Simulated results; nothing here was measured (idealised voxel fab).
process module | voxel capacitor over wiring
cross-section cut | 170 nm wide | cells 5 nm
A cross-section is a grid of square cells, given in bands from the top down. A band is one or more rows of cells.
Each band's line starts with the height of the band's top and of its bottom, in nm. Then come its materials from left to right, each with its width in nm. One material with "throughout" fills the band from edge to edge. "air" is empty space.
Height 0 is the level under which the wafer as received is all one material. The lowest band goes on downwards, as in "0 down".
A width such as "30 to 40" changes by the same amount from each row of cells to the next, from the band's top row to its bottom row.
"no change" after a step means that no cell of the cross-section changed.
closed voids: empty space of 8 cells or more with no open way to the top, each as width x height at its distance from the left edge, in nm
after a step's settings: what the simulator itself notes on the step
overlay nm, on a step with a mask: how far to the right of its planned place the mask lay; to the left if negative
plan
1 op RECEIVE | material Si
2 op CONFORMAL_DEP | material SiO2 | thk nm 10
3 op CONFORMAL_DEP | material SiCN | thk nm 5
4 op DIRECTIONAL_DEP | material lowk | thk nm 25
5 op MASKED_ETCH | tone open | mask id METAL_1 | width nm 30 | pitch nm 100 | etch materials lowk | depth nm 25 | overlay nm 0
6 op MASKED_ETCH | tone open | mask id METAL_1 | width nm 30 | pitch nm 100 | etch materials SiCN | depth nm 5 | overlay nm 0
7 op CONFORMAL_DEP | material TiN | thk nm 5
8 op FILL_DEP | material Ru | thk nm 5
9 op CMP | height nm 40
10 op CONFORMAL_DEP | material SiCN | thk nm 5
11 op DIRECTIONAL_DEP | material SiO2 | thk nm 10
12 op DIRECTIONAL_DEP | material aC | thk nm 10
13 op PATTERN | tone open | mask id PLUG_1 | material resist | width nm 15 | thk nm 30 | overlay nm 0
14 op DIRECTIONAL_ETCH | etch materials aC | depth nm 10
15 op STRIP | etch materials resist
16 op DIRECTIONAL_ETCH | etch materials SiO2 | depth nm 10
17 op DIRECTIONAL_ETCH | etch materials SiCN | depth nm 5
18 op STRIP | etch materials aC
19 op EPI | material Ru | thk nm 10
20 op EPI | material Ru | thk nm 5
21 op DIRECTIONAL_DEP | material TiN | thk nm 5
22 op DIRECTIONAL_DEP | material SiN | thk nm 5
23 op DIRECTIONAL_DEP | material TiN | thk nm 5
24 op DIRECTIONAL_DEP | material aC | thk nm 10
25 op PATTERN | tone cover | mask id UPPER_PLATE | material resist | width nm 75 | thk nm 30 | overlay nm 0
26 op DIRECTIONAL_ETCH | etch materials aC | depth nm 10
27 op STRIP | etch materials resist
28 op DIRECTIONAL_ETCH | etch materials TiN | depth nm 5
29 op DIRECTIONAL_ETCH | etch materials SiN | depth nm 5
30 op STRIP | etch materials aC
31 op PATTERN | tone cover | mask id LOWER_PLATE | material resist | width nm 85 | thk nm 20 | overlay nm 0
32 op DIRECTIONAL_ETCH | etch materials TiN | depth nm 5
33 op STRIP | etch materials resist
34 op FILL_DEP | material SiO2 | thk nm 20
35 op CMP | height nm 85
36 op PATTERN | tone open | mask id PLUG_2 | material resist | width nm 15 | thk nm 15 | overlay nm 0
37 op DIRECTIONAL_ETCH | etch materials SiO2 | depth nm 15
38 op STRIP | etch materials resist
39 op CONFORMAL_DEP | material TiN | thk nm 5
40 op FILL_DEP | material W | thk nm 10
41 op CMP | height nm 85
42 op CONFORMAL_DEP | material SiN | thk nm 5
as received, after step 1
  0 down: Si throughout
  closed voids: none
a wafer at the end: this start, this plan, one mistake
  90 to 85: SiN throughout
  85 to 75: SiO2 40 | TiN 5 | W 15 | TiN 5 | SiO2 105
  75 to 65: SiO2 40 to 35 | TiN 25 to 75 | SiO2 105 to 60
  65 to 60: SiO2 35 | SiN 75 | SiO2 60
  60 to 55: SiO2 30 | TiN 85 | SiO2 55
  55 to 45: SiO2 35 | Ru 15 | SiO2 120
  45 to 40: SiCN 35 | Ru 15 | SiCN 120
  40 to 15: lowk 20 | TiN 5 | Ru 20 | TiN 5 | lowk 70 | TiN 5 | Ru 20 | TiN 5 | lowk 20
  15 to 10: SiCN 20 | TiN 30 | SiCN 70 | TiN 30 | SiCN 20
  10 to 0: SiO2 throughout
  0 down: Si throughout
  closed voids: none
what went wrong: step 36 ran as: op PATTERN | tone open | mask id PLUG_2 | material resist | width nm 25 | thk nm 15 | overlay nm 0
